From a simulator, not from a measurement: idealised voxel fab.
The name of this process module is voxel plated lines.
The figure presents cross-section cut, which has a width of 295 nm and is divided into square cells with an edge length of 5 nm.
For the purposes of this document, a cross-section shall be understood as a grid of square cells, specified as bands listed in top-to-bottom order, each band consisting of one or more rows of cells.
Per band: top height and bottom height in nm, followed by the left-to-right materials and their widths in nm; "all across" marks a single material spanning edge to edge, "air" marks empty space.
All heights in this document are referenced to 0, defined as the level beneath which the wafer, as received, consists entirely of one material. The lowest band is not bounded below; it extends indefinitely downward and is written in the form "0 down".
Width: "30..40" (first number = top row, second number = bottom row, same change from row to row of cells).
"nothing different" (step): cross-section cells unchanged, all of them.
Reported under the label "Internal closed voids" are the empty spaces having no open way to the top and comprising 8 cells or more; the notation for each is width x height at distance, in which the distance is measured from the left edge and all three values are in nm.
The remark found on a step's line after its settings is issued by the simulator itself and pertains to that step.
Regarding "overlay nm": on a step with a mask, it is the distance the mask lay to the right of its planned place; a negative value places it to the left.
[List of planned process steps]
1 RECEIVE | material Si
2 CONFORMAL_DEP | material SiN | thk nm 5
3 DIRECTIONAL_DEP | material TiN | thk nm 5
4 PATTERN | tone open | mask id LINES | material resist | width nm 25 | pitch nm 40 | thk nm 40 | overlay nm 0
5 EPI | material Ru | thk nm 10
6 EPI | material Ru | thk nm 5
7 EPI | material Ru | thk nm 5
8 STRIP | etch materials resist
9 DIRECTIONAL_ETCH | etch materials TiN | depth nm 5
10 CONFORMAL_DEP | material SiN | thk nm 10
[The first of a set of two wafers, run to plan]
[Cross-sectional view of the wafer in its as-received condition, corresponding to the state after step 1]
	0 down | Si all across
	Internal closed voids: none
[The following cross-section depicts the wafer upon completion of step 2]
	5 to 0 | SiN all across
	Lower than 0, everything is as it was.
[The following cross-section depicts the wafer upon completion of step 3]
	10 to 5 | TiN all across
	Lower than 5, everything is as it was.
[The following cross-section depicts the wafer upon completion of step 4]
	50 to 10 | resist: 95 | air: 25 | resist: 15 | air: 25 | resist: 15 | air: 25 | resist: 95
	Lower than 10, everything is as it was.
[The following cross-section depicts the wafer upon completion of step 5]
	50 to 20 | resist: 95 | air: 25 | resist: 15 | air: 25 | resist: 15 | air: 25 | resist: 95
	20 to 10 | resist: 95 | Ru: 25 | resist: 15 | Ru: 25 | resist: 15 | Ru: 25 | resist: 95
	Lower than 10, everything is as it was.
[The following cross-section depicts the wafer upon completion of step 6]
	50 to 25 | resist: 95 | air: 25 | resist: 15 | air: 25 | resist: 15 | air: 25 | resist: 95
	25 to 10 | resist: 95 | Ru: 25 | resist: 15 | Ru: 25 | resist: 15 | Ru: 25 | resist: 95
	Lower than 10, everything is as it was.
[The following cross-section depicts the wafer upon completion of step 7]
	50 to 30 | resist: 95 | air: 25 | resist: 15 | air: 25 | resist: 15 | air: 25 | resist: 95
	30 to 10 | resist: 95 | Ru: 25 | resist: 15 | Ru: 25 | resist: 15 | Ru: 25 | resist: 95
	Lower than 10, everything is as it was.
[The following cross-section depicts the wafer upon completion of step 8]
	30 to 10 | air: 95 | Ru: 25 | air: 15 | Ru: 25 | air: 15 | Ru: 25 | air: 95
	Lower than 10, everything is as it was.
[The following cross-section depicts the wafer upon completion of step 9]
	30 to 10 | air: 95 | Ru: 25 | air: 15 | Ru: 25 | air: 15 | Ru: 25 | air: 95
	10 to 5 | air: 95 | TiN: 25 | air: 15 | TiN: 25 | air: 15 | TiN: 25 | air: 95
	Lower than 5, everything is as it was.
[The following cross-section depicts the wafer upon completion of step 10]
	40 to 30 | air: 85 | SiN: 125 | air: 85
	30 to 15 | air: 85 | SiN: 10 | Ru: 25 | SiN: 15 | Ru: 25 | SiN: 15 | Ru: 25 | SiN: 10 | air: 85
	15 to 10 | SiN: 95 | Ru: 25 | SiN: 15 | Ru: 25 | SiN: 15 | Ru: 25 | SiN: 95
	10 to 5 | SiN: 95 | TiN: 25 | SiN: 15 | TiN: 25 | SiN: 15 | TiN: 25 | SiN: 95
	Lower than 5, everything is as it was.
[What follows concerns the second wafer, which started out like the first and was meant to follow the very same plan; one mistake crept in when it was run, but everything up to and including step 3 is the same as for the first wafer]
[Cross-sectional representation of the second wafer at the time designated in the plan for the completion of step 4]
	50 to 10 | resist: 100 | air: 20 | resist: 20 | air: 20 | resist: 20 | air: 20 | resist: 95
	Lower than 10, everything is as it was.
[Cross-sectional representation of the second wafer at the time designated in the plan for the completion of step 5]
	50 to 20 | resist: 100 | air: 20 | resist: 20 | air: 20 | resist: 20 | air: 20 | resist: 95
	20 to 10 | resist: 100 | Ru: 20 | resist: 20 | Ru: 20 | resist: 20 | Ru: 20 | resist: 95
	Lower than 10, everything is as it was.
[Cross-sectional representation of the second wafer at the time designated in the plan for the completion of step 6]
	50 to 25 | resist: 100 | air: 20 | resist: 20 | air: 20 | resist: 20 | air: 20 | resist: 95
	25 to 10 | resist: 100 | Ru: 20 | resist: 20 | Ru: 20 | resist: 20 | Ru: 20 | resist: 95
	Lower than 10, everything is as it was.
[Cross-sectional representation of the second wafer at the time designated in the plan for the completion of step 7]
	50 to 30 | resist: 100 | air: 20 | resist: 20 | air: 20 | resist: 20 | air: 20 | resist: 95
	30 to 10 | resist: 100 | Ru: 20 | resist: 20 | Ru: 20 | resist: 20 | Ru: 20 | resist: 95
	Lower than 10, everything is as it was.
[Cross-sectional representation of the second wafer at the time designated in the plan for the completion of step 8]
	30 to 10 | air: 100 | Ru: 20 | air: 20 | Ru: 20 | air: 20 | Ru: 20 | air: 95
	Lower than 10, everything is as it was.
[Cross-sectional representation of the second wafer at the time designated in the plan for the completion of step 9]
	30 to 10 | air: 100 | Ru: 20 | air: 20 | Ru: 20 | air: 20 | Ru: 20 | air: 95
	10 to 5 | air: 100 | TiN: 20 | air: 20 | TiN: 20 | air: 20 | TiN: 20 | air: 95
	Lower than 5, everything is as it was.
[Cross-sectional representation of the second wafer at the time designated in the plan for the completion of step 10]
	40 to 30 | air: 90 | SiN: 120 | air: 85
	30 to 15 | air: 90 | SiN: 10 | Ru: 20 | SiN: 20 | Ru: 20 | SiN: 20 | Ru: 20 | SiN: 10 | air: 85
	15 to 10 | SiN: 100 | Ru: 20 | SiN: 20 | Ru: 20 | SiN: 20 | Ru: 20 | SiN: 95
	10 to 5 | SiN: 100 | TiN: 20 | SiN: 20 | TiN: 20 | SiN: 20 | TiN: 20 | SiN: 95
	Lower than 5, everything is as it was.
Finding, execution versus plan: rather than as planned, step 4 actually ran as PATTERN | tone open | mask id LINES | material resist | width nm 20 | pitch nm 40 | thk nm 40 | overlay nm 0
Wafer comparison, final, in cells, second relative to first, materials more or fewer: 12 fewer of Ru; 10 more of SiN; 3 fewer of TiN
